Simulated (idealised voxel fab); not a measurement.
The following process module bears the name voxel double patterning.
Shown is cross-section cut, with a width of 215 nm and square cells of size 5 nm.
Think of the cross-section as a grid of square cells. We describe it in bands, top to bottom, and each band covers one or more rows of those cells.
First you get the band's top height and its bottom height, in nm, and then the materials it's made of, left to right, with each width in nm. If you see a single material with "everywhere", that one covers the band edge to edge. "empty" is empty space.
The reference from which all heights are counted is 0, the level beneath which the as-received wafer is entirely one material; the lowest band, having no lower bound, proceeds downward and is written after the example "from 0 down".
Note: "30 to 40" means the width goes from the first number (top row of the band) to the second number (bottom row) in equal steps per row of cells.
Key: "nothing altered" - step with no changed cell in the cross-section.
For the entry "Closed void table", the listed items are empty spaces with no open way to the top whose size is 8 cells or more; each item follows the pattern width x height at distance, where distance is from the left edge and all three are in nm.
On a step's line, text after the settings is the simulator commenting on that step.
overlay nm: mask right of planned place by this much (step with mask). Neg. = left.
Pairs from here to the end. Each: cross-section before one process step, cross-section after it, the latter only as far down as the lowest band that changed. Under each: the step between, and its settings. Mind that the pairs may be taken from different runs of this module on the same starting wafer; whether a pair continues from the pair above depends on its entry headed "Cross-section, before", and it does only where that entry says so.
-- Cross-section, before
> from 0 down: Si everywhere
> Closed void table: none
-- State After Step
> from 10 to 0: SiO2 everywhere
> Under the height 0 nothing was changed.
> Closed void table: none
Step between the cross-sections above: CONFORMAL_DEP with material SiO2, thk nm 10
Cross-section, before: The prior state of this step coincides with the post-step cross-section of the pair just above.
-- State After Step
> from 20 to 10: polySi everywhere
> Under the height 10 nothing was changed.
> Closed void table: none
Step between the cross-sections above: DIRECTIONAL_DEP with material polySi, thk nm 10
Cross-section, before: The prior state of this step coincides with the post-step cross-section of the pair just above.
-- State After Step
> from 25 to 20: SiCN everywhere
> Under the height 20 nothing was changed.
> Closed void table: none
Step between the cross-sections above: DIRECTIONAL_DEP with material SiCN, thk nm 5
Cross-section, before: The prior state of this step coincides with the post-step cross-section of the pair just above.
-- State After Step
> from 40 to 25: resist 75  empty 15  resist 35  empty 15  resist 75
> Under the height 25 nothing was changed.
> Closed void table: none
Step between the cross-sections above: PATTERN with tone open, mask id FIRST, material resist, width nm 15, pitch nm 50, thk nm 15, overlay nm 0
Cross-section, before: The prior state of this step coincides with the post-step cross-section of the pair just above.
-- State After Step
> from 40 to 25: resist 75  empty 15  resist 35  empty 15  resist 75
> from 25 to 20: SiCN 75  empty 15  SiCN 35  empty 15  SiCN 75
> Under the height 20 nothing was changed.
> Closed void table: none
Step between the cross-sections above: DIRECTIONAL_ETCH with etch materials SiCN, depth nm 5
Cross-section, before: The prior state of this step coincides with the post-step cross-section of the pair just above.
-- State After Step
> from 25 to 20: SiCN 75  empty 15  SiCN 35  empty 15  SiCN 75
> Under the height 20 nothing was changed.
> Closed void table: none
Step between the cross-sections above: STRIP with etch materials resist
Cross-section, before: The prior state of this step coincides with the post-step cross-section of the pair just above.
-- State After Step
> from 45 to 25: resist 100  empty 15  resist 100
> from 25 to 20: SiCN 75  resist 15  SiCN 35  resist 15  SiCN 75
> Under the height 20 nothing was changed.
> Closed void table: none
Step between the cross-sections above: PATTERN with tone open, mask id SECOND, material resist, width nm 15, thk nm 20, overlay nm 0
Cross-section, before: The prior state of this step coincides with the post-step cross-section of the pair just above.
-- State After Step
> from 45 to 25: resist 100  empty 15  resist 100
> from 25 to 20: SiCN 75  resist 15  SiCN 10  empty 15  SiCN 10  resist 15  SiCN 75
> Under the height 20 nothing was changed.
> Closed void table: none
Step between the cross-sections above: DIRECTIONAL_ETCH with etch materials SiCN, depth nm 5
Cross-section, before: The prior state of this step coincides with the post-step cross-section of the pair just above.
-- State After Step
> from 25 to 20: SiCN 75  empty 15  SiCN 10  empty 15  SiCN 10  empty 15  SiCN 75
> Under the height 20 nothing was changed.
> Closed void table: none
Step between the cross-sections above: STRIP with etch materials resist
Cross-section, before: The prior state of this step coincides with the post-step cross-section of the pair just above.
-- State After Step
> from 25 to 20: SiCN 75  empty 15  SiCN 10  empty 15  SiCN 10  empty 15  SiCN 75
> from 20 to 10: polySi 75  empty 15  polySi 10  empty 15  polySi 10  empty 15  polySi 75
> Under the height 10 nothing was changed.
> Closed void table: none
Step between the cross-sections above: DIRECTIONAL_ETCH with etch materials polySi, depth nm 10
Cross-section, before: The prior state of this step coincides with the post-step cross-section of the pair just above.
-- State After Step
> from 20 to 10: polySi 75  empty 15  polySi 10  empty 15  polySi 10  empty 15  polySi 75
> Under the height 10 nothing was changed.
> Closed void table: none
Step between the cross-sections above: STRIP with etch materials SiCN
-- Cross-section, before
> from 0 down: Si everywhere
> Closed void table: none
-- State After Step
> from 10 to 0: polySi everywhere
> Under the height 0 nothing was changed.
> Closed void table: none
Step between the cross-sections above: DIRECTIONAL_DEP with material polySi, thk nm 10
Cross-section, before: The prior state of this step coincides with the post-step cross-section of the pair just above.
-- State After Step
> from 20 to 10: SiO2 everywhere
> Under the height 10 nothing was changed.
> Closed void table: none
Step between the cross-sections above: CONFORMAL_DEP with material SiO2, thk nm 10
Cross-section, before: The prior state of this step coincides with the post-step cross-section of the pair just above.
-- State After Step
> from 25 to 20: SiCN everywhere
> Under the height 20 nothing was changed.
> Closed void table: none
Step between the cross-sections above: DIRECTIONAL_DEP with material SiCN, thk nm 5
Cross-section, before: The prior state of this step coincides with the post-step cross-section of the pair just above.
-- State After Step
> from 40 to 25: resist 75  empty 15  resist 35  empty 15  resist 75
> Under the height 25 nothing was changed.
> Closed void table: none
Step between the cross-sections above: PATTERN with tone open, mask id FIRST, material resist, width nm 15, pitch nm 50, thk nm 15, overlay nm 0
Cross-section, before: The prior state of this step coincides with the post-step cross-section of the pair just above.
-- State After Step
> from 40 to 25: resist 75  empty 15  resist 35  empty 15  resist 75
> from 25 to 20: SiCN 75  empty 15  SiCN 35  empty 15  SiCN 75
> Under the height 20 nothing was changed.
> Closed void table: none
Step between the cross-sections above: DIRECTIONAL_ETCH with etch materials SiCN, depth nm 5
Cross-section, before: The prior state of this step coincides with the post-step cross-section of the pair just above.
-- State After Step
> from 25 to 20: SiCN 75  empty 15  SiCN 35  empty 15  SiCN 75
> Under the height 20 nothing was changed.
> Closed void table: none
Step between the cross-sections above: STRIP with etch materials resist
Cross-section, before: The prior state of this step coincides with the post-step cross-section of the pair just above.
-- State After Step
> from 45 to 25: resist 100  empty 15  resist 100
> from 25 to 20: SiCN 75  resist 15  SiCN 35  resist 15  SiCN 75
> Under the height 20 nothing was changed.
> Closed void table: none
Step between the cross-sections above: PATTERN with tone open, mask id SECOND, material resist, width nm 15, thk nm 20, overlay nm 0
Cross-section, before: The prior state of this step coincides with the post-step cross-section of the pair just above.
-- State After Step
> from 45 to 25: resist 100  empty 15  resist 100
> from 25 to 20: SiCN 75  resist 15  SiCN 10  empty 15  SiCN 10  resist 15  SiCN 75
> Under the height 20 nothing was changed.
> Closed void table: none
Step between the cross-sections above: DIRECTIONAL_ETCH with etch materials SiCN, depth nm 5
Cross-section, before: The prior state of this step coincides with the post-step cross-section of the pair just above.
-- State After Step
> from 25 to 20: SiCN 75  empty 15  SiCN 10  empty 15  SiCN 10  empty 15  SiCN 75
> Under the height 20 nothing was changed.
> Closed void table: none
Step between the cross-sections above: STRIP with etch materials resist
Cross-section, before: The prior state of this step coincides with the post-step cross-section of the pair just above.
-- State After Step
> from 20 to 10: SiO2 everywhere
> Under the height 10 nothing was changed.
> Closed void table: none
Step between the cross-sections above: STRIP with etch materials SiCN
-- Cross-section, before
> from 0 down: Si everywhere
> Closed void table: none
-- State After Step
> from 5 to 0: SiO2 everywhere
> Under the height 0 nothing was changed.
> Closed void table: none
Step between the cross-sections above: CONFORMAL_DEP with material SiO2, thk nm 5
Cross-section, before: The prior state of this step coincides with the post-step cross-section of the pair just above.
-- State After Step
> from 15 to 5: polySi everywhere
> Under the height 5 nothing was changed.
> Closed void table: none
Step between the cross-sections above: DIRECTIONAL_DEP with material polySi, thk nm 10
Cross-section, before: The prior state of this step coincides with the post-step cross-section of the pair just above.
-- State After Step
> from 20 to 15: SiCN everywhere
> Under the height 15 nothing was changed.
> Closed void table: none
Step between the cross-sections above: DIRECTIONAL_DEP with material SiCN, thk nm 5
Cross-section, before: The prior state of this step coincides with the post-step cross-section of the pair just above.
-- State After Step
> from 35 to 20: resist 75  empty 15  resist 35  empty 15  resist 75
> Under the height 20 nothing was changed.
> Closed void table: none
Step between the cross-sections above: PATTERN with tone open, mask id FIRST, material resist, width nm 15, pitch nm 50, thk nm 15, overlay nm 0
Cross-section, before: The prior state of this step coincides with the post-step cross-section of the pair just above.
-- State After Step
> from 35 to 20: resist 75  empty 15  resist 35  empty 15  resist 75
> from 20 to 15: SiCN 75  empty 15  SiCN 35  empty 15  SiCN 75
> Under the height 15 nothing was changed.
> Closed void table: none
Step between the cross-sections above: DIRECTIONAL_ETCH with etch materials SiCN, depth nm 5
Cross-section, before: The prior state of this step coincides with the post-step cross-section of the pair just above.
-- State After Step
> from 20 to 15: SiCN 75  empty 15  SiCN 35  empty 15  SiCN 75
> Under the height 15 nothing was changed.
> Closed void table: none
Step between the cross-sections above: STRIP with etch materials resist
Cross-section, before: The prior state of this step coincides with the post-step cross-section of the pair just above.
-- State After Step
> from 40 to 20: resist 100  empty 15  resist 100
> from 20 to 15: SiCN 75  resist 15  SiCN 35  resist 15  SiCN 75
> Under the height 15 nothing was changed.
> Closed void table: none
Step between the cross-sections above: PATTERN with tone open, mask id SECOND, material resist, width nm 15, thk nm 20, overlay nm 0
Cross-section, before: The prior state of this step coincides with the post-step cross-section of the pair just above.
-- State After Step
> from 40 to 20: resist 100  empty 15  resist 100
> from 20 to 15: SiCN 75  resist 15  SiCN 10  empty 15  SiCN 10  resist 15  SiCN 75
> Under the height 15 nothing was changed.
> Closed void table: none
Step between the cross-sections above: DIRECTIONAL_ETCH with etch materials SiCN, depth nm 5
Cross-section, before: The prior state of this step coincides with the post-step cross-section of the pair just above.
-- State After Step
> from 20 to 15: SiCN 75  empty 15  SiCN 10  empty 15  SiCN 10  empty 15  SiCN 75
> Under the height 15 nothing was changed.
> Closed void table: none
Step between the cross-sections above: STRIP with etch materials resist
Cross-section, before: The prior state of this step coincides with the post-step cross-section of the pair just above.
-- State After Step
> from 20 to 15: SiCN 75  empty 15  SiCN 10  empty 15  SiCN 10  empty 15  SiCN 75
> from 15 to 5: polySi 75  empty 15  polySi 10  empty 15  polySi 10  empty 15  polySi 75
> Under the height 5 nothing was changed.
> Closed void table: none
Step between the cross-sections above: DIRECTIONAL_ETCH with etch materials polySi, depth nm 10
Cross-section, before: The prior state of this step coincides with the post-step cross-section of the pair just above.
-- State After Step
> from 15 to 5: polySi 75  empty 15  polySi 10  empty 15  polySi 10  empty 15  polySi 75
> Under the height 5 nothing was changed.
> Closed void table: none
Step between the cross-sections above: STRIP with etch materials SiCN
-- Cross-section, before
> from 25 to 20: SiCN everywhere
> from 20 to 10: polySi everywhere
> from 10 to 0: SiO2 everywhere
> from 0 down: Si everywhere
> Closed void table: none
-- State After Step
> from 40 to 25: resist 70  empty 25  resist 25  empty 25  resist 70
> Under the height 25 nothing was changed.
> Closed void table: none
Step between the cross-sections above: PATTERN with tone open, mask id FIRST, material resist, width nm 25, pitch nm 50, thk nm 15, overlay nm 0
Cross-section, before: The prior state of this step coincides with the post-step cross-section of the pair just above.
-- State After Step
> from 40 to 25: resist 70  empty 25  resist 25  empty 25  resist 70
> from 25 to 20: SiCN 70  empty 25  SiCN 25  empty 25  SiCN 70
> Under the height 20 nothing was changed.
> Closed void table: none
Step between the cross-sections above: DIRECTIONAL_ETCH with etch materials SiCN, depth nm 5
Cross-section, before: The prior state of this step coincides with the post-step cross-section of the pair just above.
-- State After Step
> from 25 to 20: SiCN 70  empty 25  SiCN 25  empty 25  SiCN 70
> Under the height 20 nothing was changed.
> Closed void table: none
Step between the cross-sections above: STRIP with etch materials resist
Cross-section, before: The prior state of this step coincides with the post-step cross-section of the pair just above.
-- State After Step
> from 45 to 25: resist 100  empty 15  resist 100
> from 25 to 20: SiCN 70  resist 25  SiCN 25  resist 25  SiCN 70
> Under the height 20 nothing was changed.
> Closed void table: none
Step between the cross-sections above: PATTERN with tone open, mask id SECOND, material resist, width nm 15, thk nm 20, overlay nm 0
Cross-section, before: The prior state of this step coincides with the post-step cross-section of the pair just above.
-- State After Step
> from 45 to 25: resist 100  empty 15  resist 100
> from 25 to 20: SiCN 70  resist 25  SiCN 5  empty 15  SiCN 5  resist 25  SiCN 70
> Under the height 20 nothing was changed.
> Closed void table: none
Step between the cross-sections above: DIRECTIONAL_ETCH with etch materials SiCN, depth nm 5
Cross-section, before: The prior state of this step coincides with the post-step cross-section of the pair just above.
-- State After Step
> from 25 to 20: SiCN 70  empty 25  SiCN 5  empty 15  SiCN 5  empty 25  SiCN 70
> Under the height 20 nothing was changed.
> Closed void table: none
Step between the cross-sections above: STRIP with etch materials resist
Cross-section, before: The prior state of this step coincides with the post-step cross-section of the pair just above.
-- State After Step
> from 25 to 20: SiCN 70  empty 25  SiCN 5  empty 15  SiCN 5  empty 25  SiCN 70
> from 20 to 10: polySi 70  empty 25  polySi 5  empty 15  polySi 5  empty 25  polySi 70
> Under the height 10 nothing was changed.
> Closed void table: none
Step between the cross-sections above: DIRECTIONAL_ETCH with etch materials polySi, depth nm 10
Cross-section, before: The prior state of this step coincides with the post-step cross-section of the pair just above.
-- State After Step
> from 20 to 10: polySi 70  empty 25  polySi 5  empty 15  polySi 5  empty 25  polySi 70
> Under the height 10 nothing was changed.
> Closed void table: none
Step between the cross-sections above: STRIP with etch materials SiCN
-- Cross-section, before
> from 25 to 20: SiCN everywhere
> from 20 to 10: polySi everywhere
> from 10 to 0: SiO2 everywhere
> from 0 down: Si everywhere
> Closed void table: none
-- State After Step
> from 40 to 25: resist 70  empty 15  resist 35  empty 15  resist 80
> Under the height 25 nothing was changed.
> Closed void table: none
Step between the cross-sections above: PATTERN with tone open, mask id FIRST, material resist, width nm 15, pitch nm 50, thk nm 15, overlay nm -5
Cross-section, before: The prior state of this step coincides with the post-step cross-section of the pair just above.
-- State After Step
> from 40 to 25: resist 70  empty 15  resist 35  empty 15  resist 80
> from 25 to 20: SiCN 70  empty 15  SiCN 35  empty 15  SiCN 80
> Under the height 20 nothing was changed.
> Closed void table: none
Step between the cross-sections above: DIRECTIONAL_ETCH with etch materials SiCN, depth nm 5
Cross-section, before: The prior state of this step coincides with the post-step cross-section of the pair just above.
-- State After Step
> from 25 to 20: SiCN 70  empty 15  SiCN 35  empty 15  SiCN 80
> Under the height 20 nothing was changed.
> Closed void table: none
Step between the cross-sections above: STRIP with etch materials resist
Cross-section, before: The prior state of this step coincides with the post-step cross-section of the pair just above.
-- State After Step
> from 45 to 25: resist 100  empty 15  resist 100
> from 25 to 20: SiCN 70  resist 15  SiCN 35  resist 15  SiCN 80
> Under the height 20 nothing was changed.
> Closed void table: none
Step between the cross-sections above: PATTERN with tone open, mask id SECOND, material resist, width nm 15, thk nm 20, overlay nm 0
Cross-section, before: The prior state of this step coincides with the post-step cross-section of the pair just above.
-- State After Step
> from 45 to 25: resist 100  empty 15  resist 100
> from 25 to 20: SiCN 70  resist 15  SiCN 15  empty 15  SiCN 5  resist 15  SiCN 80
> Under the height 20 nothing was changed.
> Closed void table: none
Step between the cross-sections above: DIRECTIONAL_ETCH with etch materials SiCN, depth nm 5
Cross-section, before: The prior state of this step coincides with the post-step cross-section of the pair just above.
-- State After Step
> from 25 to 20: SiCN 70  empty 15  SiCN 15  empty 15  SiCN 5  empty 15  SiCN 80
> Under the height 20 nothing was changed.
> Closed void table: none
Step between the cross-sections above: STRIP with etch materials resist
Cross-section, before: The prior state of this step coincides with the post-step cross-section of the pair just above.
-- State After Step
> from 25 to 20: SiCN 70  empty 15  SiCN 15  empty 15  SiCN 5  empty 15  SiCN 80
> from 20 to 10: polySi 70  empty 15  polySi 15  empty 15  polySi 5  empty 15  polySi 80
> Under the height 10 nothing was changed.
> Closed void table: none
Step between the cross-sections above: DIRECTIONAL_ETCH with etch materials polySi, depth nm 10
Cross-section, before: The prior state of this step coincides with the post-step cross-section of the pair just above.
-- State After Step
> from 20 to 10: polySi 70  empty 15  polySi 15  empty 15  polySi 5  empty 15  polySi 80
> Under the height 10 nothing was changed.
> Closed void table: none
Step between the cross-sections above: STRIP with etch materials SiCN
-- Cross-section, before
> from 20 to 10: polySi everywhere
> from 10 to 0: SiO2 everywhere
> from 0 down: Si everywhere
> Closed void table: none
-- State After Step
> from 25 to 10: polySi everywhere
> Under the height 10 nothing was changed.
> Closed void table: none
Step between the cross-sections above: DIRECTIONAL_DEP with material polySi, thk nm 5
Cross-section, before: The prior state of this step coincides with the post-step cross-section of the pair just above.
-- State After Step
> from 40 to 25: resist 75  empty 15  resist 35  empty 15  resist 75
> Under the height 25 nothing was changed.
> Closed void table: none
Step between the cross-sections above: PATTERN with tone open, mask id FIRST, material resist, width nm 15, pitch nm 50, thk nm 15, overlay nm 0
Cross-section, before: The prior state of this step coincides with the post-step cross-section of the pair just above.
-- State After Step
> from 25 to 10: polySi everywhere
> Under the height 10 nothing was changed.
> Closed void table: none
Step between the cross-sections above: STRIP with etch materials resist
Cross-section, before: The prior state of this step coincides with the post-step cross-section of the pair just above.
-- State After Step
> from 45 to 25: resist 100  empty 15  resist 100
> Under the height 25 nothing was changed.
> Closed void table: none
Step between the cross-sections above: PATTERN with tone open, mask id SECOND, material resist, width nm 15, thk nm 20, overlay nm 0
Cross-section, before: The prior state of this step coincides with the post-step cross-section of the pair just above.
-- State After Step
> from 25 to 10: polySi everywhere
> Under the height 10 nothing was changed.
> Closed void table: none
Step between the cross-sections above: STRIP with etch materials resist
Cross-section, before: The prior state of this step coincides with the post-step cross-section of the pair just above.
-- State After Step
> from 15 to 10: polySi everywhere
> Under the height 10 nothing was changed.
> Closed void table: none
Step between the cross-sections above: DIRECTIONAL_ETCH with etch materials polySi, depth nm 10
-- Cross-section, before
> from 25 to 20: SiCN everywhere
> from 20 to 10: polySi everywhere
> from 10 to 0: SiO2 everywhere
> from 0 down: Si everywhere
> Closed void table: none
-- State After Step
> from 40 to 25: empty 75  resist 15  empty 35  resist 15  empty 75
> Under the height 25 nothing was changed.
> Closed void table: none
Step between the cross-sections above: PATTERN with tone cover, mask id FIRST, material resist, width nm 15, pitch nm 50, thk nm 15, overlay nm 0
Cross-section, before: The prior state of this step coincides with the post-step cross-section of the pair just above.
-- State After Step
> from 40 to 25: empty 75  resist 15  empty 35  resist 15  empty 75
> from 25 to 20: empty 75  SiCN 15  empty 35  SiCN 15  empty 75
> Under the height 20 nothing was changed.
> Closed void table: none
Step between the cross-sections above: DIRECTIONAL_ETCH with etch materials SiCN, depth nm 5
Cross-section, before: The prior state of this step coincides with the post-step cross-section of the pair just above.
-- State After Step
> from 25 to 20: empty 75  SiCN 15  empty 35  SiCN 15  empty 75
> Under the height 20 nothing was changed.
> Closed void table: none
Step between the cross-sections above: STRIP with etch materials resist
Cross-section, before: The prior state of this step coincides with the post-step cross-section of the pair just above.
-- State After Step
> from 45 to 25: resist 100  empty 15  resist 100
> from 25 to 20: resist 75  SiCN 15  resist 10  empty 15  resist 10  SiCN 15  resist 75
> Under the height 20 nothing was changed.
> Closed void table: none
Step between the cross-sections above: PATTERN with tone open, mask id SECOND, material resist, width nm 15, thk nm 20, overlay nm 0
Cross-section, before: The prior state of this step coincides with the post-step cross-section of the pair just above.
-- State After Step
> from 25 to 20: empty 75  SiCN 15  empty 35  SiCN 15  empty 75
> Under the height 20 nothing was changed.
> Closed void table: none
Step between the cross-sections above: STRIP with etch materials resist
Cross-section, before: The prior state of this step coincides with the post-step cross-section of the pair just above.
-- State After Step
> from 25 to 20: empty 75  SiCN 15  empty 35  SiCN 15  empty 75
> from 20 to 10: empty 75  polySi 15  empty 35  polySi 15  empty 75
> Under the height 10 nothing was changed.
> Closed void table: none
Step between the cross-sections above: DIRECTIONAL_ETCH with etch materials polySi, depth nm 10
Cross-section, before: The prior state of this step coincides with the post-step cross-section of the pair just above.
-- State After Step
> from 20 to 10: empty 75  polySi 15  empty 35  polySi 15  empty 75
> Under the height 10 nothing was changed.
> Closed void table: none
Step between the cross-sections above: STRIP with etch materials SiCN
